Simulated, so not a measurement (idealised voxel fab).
process module | voxel trench capacitor
cross-section cut | 290 nm wide | cells 5 nm
A cross-section is a grid of square cells, given in bands from the top down. A band is one or more rows of cells.
Each band's line starts with the height of the band's top and of its bottom, in nm. Then come its materials from left to right, each with its width in nm. One material with "throughout" fills the band from edge to edge. "air" is empty space.
Height 0 is the level under which the wafer as received is all one material. The lowest band goes on downwards, as in "0 down".
A width such as "30 to 40" changes by the same amount from each row of cells to the next, from the band's top row to its bottom row.
"no change" after a step means that no cell of the cross-section changed.
closed voids: empty space of 8 cells or more with no open way to the top, each as width x height at its distance from the left edge, in nm
after a step's settings: what the simulator itself notes on the step
overlay nm, on a step with a mask: how far to the right of its planned place the mask lay; to the left if negative
plan
1 op RECEIVE | material Si
2 op CONFORMAL_DEP | material SiN | thk nm 5
3 op DIRECTIONAL_DEP | material aC | thk nm 15
4 op PATTERN | tone open | mask id TRENCH | material resist | width nm 20 | pitch nm 35 | thk nm 30 | overlay nm 0
5 op DIRECTIONAL_ETCH | etch materials aC | depth nm 15
6 op STRIP | etch materials resist
7 op DIRECTIONAL_ETCH | etch materials SiN | depth nm 5
8 op DIRECTIONAL_ETCH | etch materials Si | depth nm 30
9 op STRIP | etch materials aC
10 op CONFORMAL_DEP | material Al2O3 | thk nm 5
11 op FILL_DEP | material polySi | thk nm 10
12 op CMP | height nm 5
first wafer, as planned
as received, after step 1
  0 down: Si throughout
  closed voids: none
after step 2
  5 to 0: SiN throughout
  below 0: unchanged
after step 3
  20 to 5: aC throughout
  below 5: unchanged
after step 4
  50 to 20: resist 115 | air 20 | resist 15 | air 20 | resist 120
  below 20: unchanged
after step 5
  35 to 20: resist 115 | air 20 | resist 15 | air 20 | resist 120
  20 to 5: aC 115 | air 20 | aC 15 | air 20 | aC 120
  below 5: unchanged
after step 6
  20 to 5: aC 115 | air 20 | aC 15 | air 20 | aC 120
  below 5: unchanged
after step 7
  20 to 5: aC 115 | air 20 | aC 15 | air 20 | aC 120
  5 to 0: SiN 115 | air 20 | SiN 15 | air 20 | SiN 120
  below 0: unchanged
after step 8
  20 to 5: aC 115 | air 20 | aC 15 | air 20 | aC 120
  5 to 0: SiN 115 | air 20 | SiN 15 | air 20 | SiN 120
  0 to -30: Si 115 | air 20 | Si 15 | air 20 | Si 120
  below -30: unchanged
after step 9
  5 to 0: SiN 115 | air 20 | SiN 15 | air 20 | SiN 120
  below 0: unchanged
after step 10
  10 to 5: Al2O3 120 | air 10 | Al2O3 25 | air 10 | Al2O3 125
  5 to 0: SiN 115 | Al2O3 5 | air 10 | Al2O3 5 | SiN 15 | Al2O3 5 | air 10 | Al2O3 5 | SiN 120
  0 to -25: Si 115 | Al2O3 5 | air 10 | Al2O3 5 | Si 15 | Al2O3 5 | air 10 | Al2O3 5 | Si 120
  -25 to -30: Si 115 | Al2O3 20 | Si 15 | Al2O3 20 | Si 120
  below -30: unchanged
after step 11
  20 to 10: polySi throughout
  10 to 5: Al2O3 120 | polySi 10 | Al2O3 25 | polySi 10 | Al2O3 125
  5 to 0: SiN 115 | Al2O3 5 | polySi 10 | Al2O3 5 | SiN 15 | Al2O3 5 | polySi 10 | Al2O3 5 | SiN 120
  0 to -25: Si 115 | Al2O3 5 | polySi 10 | Al2O3 5 | Si 15 | Al2O3 5 | polySi 10 | Al2O3 5 | Si 120
  below -25: unchanged
after step 12
  5 to 0: SiN 115 | Al2O3 5 | polySi 10 | Al2O3 5 | SiN 15 | Al2O3 5 | polySi 10 | Al2O3 5 | SiN 120
  below 0: unchanged
second wafer: like start, like plan, one mistake. Through step 11 it matches the first wafer
when step 12 should have ended: no change
what went wrong: step 12 was left out
at the end the second wafer has, in cells: 54 more of Al2O3 | 120 more of polySi
